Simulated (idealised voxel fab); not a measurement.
Process module heading - voxel self aligned vias
Square cell edge 5 nm, section width 170 nm, ID cut.
Think of the cross-section as a grid of square cells. We describe it in bands, top to bottom, and each band covers one or more rows of those cells.
Each band's line starts with the height of the band's top and of its bottom, in nm. Then come its materials from left to right, each with its width in nm. One material with "all across" fills the band from edge to edge. "blank" is empty space.
Basically, 0 is our baseline, since under it the wafer straight out of the box is all one material. The bottom band has no lower end and keeps on going down, so it looks like "from 0 down".
With a width like "30 to 40", each row of cells in the band differs from the next by the same amount, the top row carrying the first number and the bottom row the second.
You'll sometimes find "nothing got changed" written for a step, and that's the way of saying that nowhere in the cross-section did a cell change during that step.
Voids not open to the top, 8 cells minimum: see "Tabulated closed voids". Written width x height at distance; distance is from the left edge; nm.
Formally, on a step line, whatever follows the settings is a remark that the simulator itself makes on the step.
The "overlay nm" setting may appear on a step's line; for a step that uses a mask, it gives how far to the right of its planned position the mask lay, and a negative value indicates the left.

**The following list gives the planned process steps**
1 op RECEIVE | material Si
2 op CONFORMAL_DEP | material SiO2 | thk nm 15
3 op CONFORMAL_DEP | material SiCN | thk nm 5
4 op DIRECTIONAL_DEP | material lowk | thk nm 20
5 op PATTERN | tone open | mask id LINES | material resist | width nm 20 | pitch nm 55 | thk nm 20 | overlay nm 0
6 op DIRECTIONAL_ETCH | etch materials lowk | depth nm 20
7 op STRIP | etch materials resist
8 op CONFORMAL_DEP | material TiN | thk nm 5
9 op FILL_DEP | material Ru | thk nm 5
10 op CMP | height nm 40
11 op SELECTIVE_ETCH | etch materials W Ru TiN | depth nm 10
12 op FILL_DEP | material SiN | thk nm 10
13 op CMP | height nm 40
14 op DIRECTIONAL_DEP | material lowk | thk nm 20
15 op MASKED_ETCH | tone open | mask id VIAS | width nm 30 | pitch nm 110 | etch materials lowk | depth nm 20 | overlay nm 0
16 op MASKED_ETCH | tone open | mask id VIAS | width nm 30 | pitch nm 110 | etch materials SiN | depth nm 10 | overlay nm 0
17 op CONFORMAL_DEP | material TiN | thk nm 5
18 op FILL_DEP | material Ru | thk nm 10
19 op CMP | height nm 60
20 op CONFORMAL_DEP | material SiN | thk nm 5

**First of two wafers: run as planned**

**Cross-section of the wafer as it came to us, i.e., already through step 1**
from 0 down = Si all across
Tabulated closed voids: none

**Cross-section of the wafer subsequent to step 2**
from 15 to 0 = SiO2 all across
Nothing below the height 0 has changed.

**Cross-section of the wafer subsequent to step 3**
from 20 to 15 = SiCN all across
Nothing below the height 15 has changed.

**Cross-section of the wafer subsequent to step 4**
from 40 to 20 = lowk all across
Nothing below the height 20 has changed.

**Cross-section of the wafer subsequent to step 5**
from 60 to 40 = 20 resist | 20 blank | 35 resist | 20 blank | 35 resist | 20 blank | 20 resist
Nothing below the height 40 has changed.

**Cross-section of the wafer subsequent to step 6**
from 60 to 40 = 20 resist | 20 blank | 35 resist | 20 blank | 35 resist | 20 blank | 20 resist
from 40 to 20 = 20 lowk | 20 blank | 35 lowk | 20 blank | 35 lowk | 20 blank | 20 lowk
Nothing below the height 20 has changed.

**Cross-section of the wafer subsequent to step 7**
from 40 to 20 = 20 lowk | 20 blank | 35 lowk | 20 blank | 35 lowk | 20 blank | 20 lowk
Nothing below the height 20 has changed.

**Cross-section of the wafer subsequent to step 8**
from 45 to 40 = 25 TiN | 10 blank | 45 TiN | 10 blank | 45 TiN | 10 blank | 25 TiN
from 40 to 25 = 20 lowk | 5 TiN | 10 blank | 5 TiN | 35 lowk | 5 TiN | 10 blank | 5 TiN | 35 lowk | 5 TiN | 10 blank | 5 TiN | 20 lowk
from 25 to 20 = 20 lowk | 20 TiN | 35 lowk | 20 TiN | 35 lowk | 20 TiN | 20 lowk
Nothing below the height 20 has changed.

**Cross-section of the wafer subsequent to step 9**
from 50 to 45 = Ru all across
from 45 to 40 = 25 TiN | 10 Ru | 45 TiN | 10 Ru | 45 TiN | 10 Ru | 25 TiN
from 40 to 25 = 20 lowk | 5 TiN | 10 Ru | 5 TiN | 35 lowk | 5 TiN | 10 Ru | 5 TiN | 35 lowk | 5 TiN | 10 Ru | 5 TiN | 20 lowk
Nothing below the height 25 has changed.

**Cross-section of the wafer subsequent to step 10**
from 40 to 25 = 20 lowk | 5 TiN | 10 Ru | 5 TiN | 35 lowk | 5 TiN | 10 Ru | 5 TiN | 35 lowk | 5 TiN | 10 Ru | 5 TiN | 20 lowk
Nothing below the height 25 has changed.

**Cross-section of the wafer subsequent to step 11**
from 40 to 30 = 20 lowk | 20 blank | 35 lowk | 20 blank | 35 lowk | 20 blank | 20 lowk
Nothing below the height 30 has changed.

**Cross-section of the wafer subsequent to step 12**
from 50 to 40 = SiN all across
from 40 to 30 = 20 lowk | 20 SiN | 35 lowk | 20 SiN | 35 lowk | 20 SiN | 20 lowk
Nothing below the height 30 has changed.

**Cross-section of the wafer subsequent to step 13**
from 40 to 30 = 20 lowk | 20 SiN | 35 lowk | 20 SiN | 35 lowk | 20 SiN | 20 lowk
Nothing below the height 30 has changed.

**Cross-section of the wafer subsequent to step 14**
from 60 to 40 = lowk all across
Nothing below the height 40 has changed.

**Cross-section of the wafer subsequent to step 15**
from 60 to 40 = 15 lowk | 30 blank | 80 lowk | 30 blank | 15 lowk
Nothing below the height 40 has changed.

**Cross-section of the wafer subsequent to step 16**
from 60 to 40 = 15 lowk | 30 blank | 80 lowk | 30 blank | 15 lowk
from 40 to 30 = 20 lowk | 20 blank | 35 lowk | 20 SiN | 35 lowk | 20 blank | 20 lowk
Nothing below the height 30 has changed.

**Cross-section of the wafer subsequent to step 17**
from 65 to 60 = 20 TiN | 20 blank | 90 TiN | 20 blank | 20 TiN
from 60 to 45 = 15 lowk | 5 TiN | 20 blank | 5 TiN | 80 lowk | 5 TiN | 20 blank | 5 TiN | 15 lowk
from 45 to 40 = 15 lowk | 10 TiN | 10 blank | 10 TiN | 80 lowk | 10 TiN | 10 blank | 10 TiN | 15 lowk
from 40 to 35 = 20 lowk | 5 TiN | 10 blank | 5 TiN | 35 lowk | 20 SiN | 35 lowk | 5 TiN | 10 blank | 5 TiN | 20 lowk
from 35 to 30 = 20 lowk | 20 TiN | 35 lowk | 20 SiN | 35 lowk | 20 TiN | 20 lowk
Nothing below the height 30 has changed.

**Cross-section of the wafer subsequent to step 18**
from 75 to 65 = Ru all across
from 65 to 60 = 20 TiN | 20 Ru | 90 TiN | 20 Ru | 20 TiN
from 60 to 45 = 15 lowk | 5 TiN | 20 Ru | 5 TiN | 80 lowk | 5 TiN | 20 Ru | 5 TiN | 15 lowk
from 45 to 40 = 15 lowk | 10 TiN | 10 Ru | 10 TiN | 80 lowk | 10 TiN | 10 Ru | 10 TiN | 15 lowk
from 40 to 35 = 20 lowk | 5 TiN | 10 Ru | 5 TiN | 35 lowk | 20 SiN | 35 lowk | 5 TiN | 10 Ru | 5 TiN | 20 lowk
Nothing below the height 35 has changed.

**Cross-section of the wafer subsequent to step 19**
from 60 to 45 = 15 lowk | 5 TiN | 20 Ru | 5 TiN | 80 lowk | 5 TiN | 20 Ru | 5 TiN | 15 lowk
Nothing below the height 45 has changed.

**Cross-section of the wafer subsequent to step 20**
from 65 to 60 = SiN all across
Nothing below the height 60 has changed.

**Second wafer. Start and plan as for the first. One mistake made in running. Agrees with the first up to and including step 2**

**Cross-section, second wafer, at the end time the plan gives for step 3**
from 35 to 15 = lowk all across
Nothing below the height 15 has changed.

**Cross-section, second wafer, at the end time the plan gives for step 4**
from 40 to 35 = SiCN all across
Nothing below the height 35 has changed.

**Cross-section, second wafer, at the end time the plan gives for step 5**
from 60 to 40 = 20 resist | 20 blank | 35 resist | 20 blank | 35 resist | 20 blank | 20 resist
Nothing below the height 40 has changed.

Cross-section, second wafer, at the end time the plan gives for step 6: nothing got changed

**Cross-section, second wafer, at the end time the plan gives for step 7**
from 40 to 35 = SiCN all across
Nothing below the height 35 has changed.

**Cross-section, second wafer, at the end time the plan gives for step 8**
from 45 to 40 = TiN all across
Nothing below the height 40 has changed.

**Cross-section, second wafer, at the end time the plan gives for step 9**
from 50 to 45 = Ru all across
Nothing below the height 45 has changed.

**Cross-section, second wafer, at the end time the plan gives for step 10**
from 40 to 35 = SiCN all across
Nothing below the height 35 has changed.

Cross-section, second wafer, at the end time the plan gives for step 11: nothing got changed

**Cross-section, second wafer, at the end time the plan gives for step 12**
from 50 to 40 = SiN all across
Nothing below the height 40 has changed.

**Cross-section, second wafer, at the end time the plan gives for step 13**
from 40 to 35 = SiCN all across
Nothing below the height 35 has changed.

**Cross-section, second wafer, at the end time the plan gives for step 14**
from 60 to 40 = lowk all across
Nothing below the height 40 has changed.

**Cross-section, second wafer, at the end time the plan gives for step 15**
from 60 to 40 = 15 lowk | 30 blank | 80 lowk | 30 blank | 15 lowk
Nothing below the height 40 has changed.

Cross-section, second wafer, at the end time the plan gives for step 16: nothing got changed

**Cross-section, second wafer, at the end time the plan gives for step 17**
from 65 to 60 = 20 TiN | 20 blank | 90 TiN | 20 blank | 20 TiN
from 60 to 45 = 15 lowk | 5 TiN | 20 blank | 5 TiN | 80 lowk | 5 TiN | 20 blank | 5 TiN | 15 lowk
from 45 to 40 = 15 lowk | 30 TiN | 80 lowk | 30 TiN | 15 lowk
Nothing below the height 40 has changed.

**Cross-section, second wafer, at the end time the plan gives for step 18**
from 75 to 65 = Ru all across
from 65 to 60 = 20 TiN | 20 Ru | 90 TiN | 20 Ru | 20 TiN
from 60 to 45 = 15 lowk | 5 TiN | 20 Ru | 5 TiN | 80 lowk | 5 TiN | 20 Ru | 5 TiN | 15 lowk
Nothing below the height 45 has changed.

**Cross-section, second wafer, at the end time the plan gives for step 19**
from 60 to 45 = 15 lowk | 5 TiN | 20 Ru | 5 TiN | 80 lowk | 5 TiN | 20 Ru | 5 TiN | 15 lowk
Nothing below the height 45 has changed.

**Cross-section, second wafer, at the end time the plan gives for step 20**
from 65 to 60 = SiN all across
Nothing below the height 60 has changed.
Error vs. plan: the executed order of steps 3 and 4 is the reverse of that specified in the plan, each step having taken the other's position
Final wafer comparison in cells, second versus first, more or fewer per material: 14 fewer of Ru, 8 fewer of SiN, 26 fewer of TiN, 48 more of lowk
